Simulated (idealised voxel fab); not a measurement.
process module | voxel capacitor over wiring
cross-section cut | 275 nm wide | cells 5 nm
A cross-section is a grid of square cells, given in bands from the top down. A band is one or more rows of cells.
Each band's line starts with the height of the band's top and of its bottom, in nm. Then come its materials from left to right, each with its width in nm. One material with "throughout" fills the band from edge to edge. "air" is empty space.
Height 0 is the level under which the wafer as received is all one material. The lowest band goes on downwards, as in "0 down".
A width such as "30 to 40" changes by the same amount from each row of cells to the next, from the band's top row to its bottom row.
"no change" after a step means that no cell of the cross-section changed.
closed voids: empty space of 8 cells or more with no open way to the top, each as width x height at its distance from the left edge, in nm
after a step's settings: what the simulator itself notes on the step
overlay nm, on a step with a mask: how far to the right of its planned place the mask lay; to the left if negative
plan
1 op RECEIVE | material Si
2 op CONFORMAL_DEP | material SiO2 | thk nm 15
3 op DIRECTIONAL_DEP | material TiN | thk nm 5
4 op DIRECTIONAL_DEP | material Ru | thk nm 20
5 op MASKED_ETCH | tone cover | mask id METAL_1 | width nm 20 | pitch nm 90 | etch materials Ru | depth nm 20 | overlay nm 0
6 op MASKED_ETCH | tone cover | mask id METAL_1 | width nm 20 | pitch nm 90 | etch materials TiN | depth nm 5 | overlay nm 0
7 op FILL_DEP | material SiO2 | thk nm 5
8 op CMP | height nm 40
9 op CONFORMAL_DEP | material SiCN | thk nm 5
10 op DIRECTIONAL_DEP | material lowk | thk nm 20
11 op PATTERN | tone open | mask id PLUG_1 | material resist | width nm 15 | thk nm 20 | overlay nm 0
12 op DIRECTIONAL_ETCH | etch materials lowk | depth nm 20
13 op DIRECTIONAL_ETCH | etch materials SiCN | depth nm 5
14 op STRIP | etch materials resist
15 op CONFORMAL_DEP | material TiN | thk nm 5
16 op FILL_DEP | material Cu | thk nm 10
17 op CMP | height nm 65
18 op DIRECTIONAL_DEP | material TiN | thk nm 10
19 op DIRECTIONAL_DEP | material SiN | thk nm 5
20 op DIRECTIONAL_DEP | material TiN | thk nm 5
21 op MASKED_ETCH | tone cover | mask id UPPER_PLATE | width nm 75 | etch materials TiN | depth nm 5 | overlay nm 0
22 op MASKED_ETCH | tone cover | mask id UPPER_PLATE | width nm 75 | etch materials SiN | depth nm 5 | overlay nm 0
23 op MASKED_ETCH | tone cover | mask id LOWER_PLATE | width nm 85 | etch materials TiN | depth nm 10 | overlay nm 0
24 op FILL_DEP | material SiO2 | thk nm 15
25 op CMP | height nm 95
26 op PATTERN | tone open | mask id PLUG_2 | material resist | width nm 15 | thk nm 20 | overlay nm 0
27 op DIRECTIONAL_ETCH | etch materials SiO2 | depth nm 10
28 op STRIP | etch materials resist
29 op CONFORMAL_DEP | material TiN | thk nm 5
30 op FILL_DEP | material W | thk nm 5
31 op CMP | height nm 95
32 op CONFORMAL_DEP | material SiCN | thk nm 5
as received, after step 1
  0 down: Si throughout
  closed voids: none
first wafer at the end, as planned
  100 to 95: SiCN throughout
  95 to 90: SiO2 95 | TiN 5 | W 5 | TiN 5 | SiO2 165
  90 to 80: SiO2 95 to 85 | TiN 15 to 75 | SiO2 165 to 115
  80 to 75: SiO2 85 | SiN 75 | SiO2 115
  75 to 65: SiO2 80 | TiN 85 | SiO2 110
  65 to 45: lowk 85 | TiN 5 | Cu 5 | TiN 5 | lowk 175
  45 to 40: SiCN 85 | TiN 15 | SiCN 175
  40 to 20: SiO2 80 | Ru 20 | SiO2 70 | Ru 20 | SiO2 85
  20 to 15: SiO2 80 | TiN 20 | SiO2 70 | TiN 20 | SiO2 85
  15 to 0: SiO2 throughout
  0 down: Si throughout
  closed voids: none
second wafer at the end: like start, like plan, one mistake
  100 to 95: SiCN throughout
  95 to 90: SiO2 95 | TiN 5 | W 5 | TiN 5 | SiO2 165
  90 to 80: SiO2 95 to 85 | TiN 15 to 75 | SiO2 165 to 115
  80 to 75: SiO2 85 | SiN 75 | SiO2 115
  75 to 65: SiO2 80 | TiN 85 | SiO2 110
  65 to 50: lowk 85 | TiN 5 | Cu 5 | TiN 5 | lowk 175
  50 to 45: lowk 85 | TiN 15 | lowk 175
  45 to 40: W throughout
  40 to 20: SiO2 80 | Ru 20 | SiO2 70 | Ru 20 | SiO2 85
  20 to 15: SiO2 80 | TiN 20 | SiO2 70 | TiN 20 | SiO2 85
  15 to 0: SiO2 throughout
  0 down: Si throughout
  closed voids: none
what went wrong: step 9 ran as: op CONFORMAL_DEP | material W | thk nm 5
at the end the second wafer has, in cells: 1 fewer of Cu | 52 fewer of SiCN | 2 fewer of TiN | 55 more of W
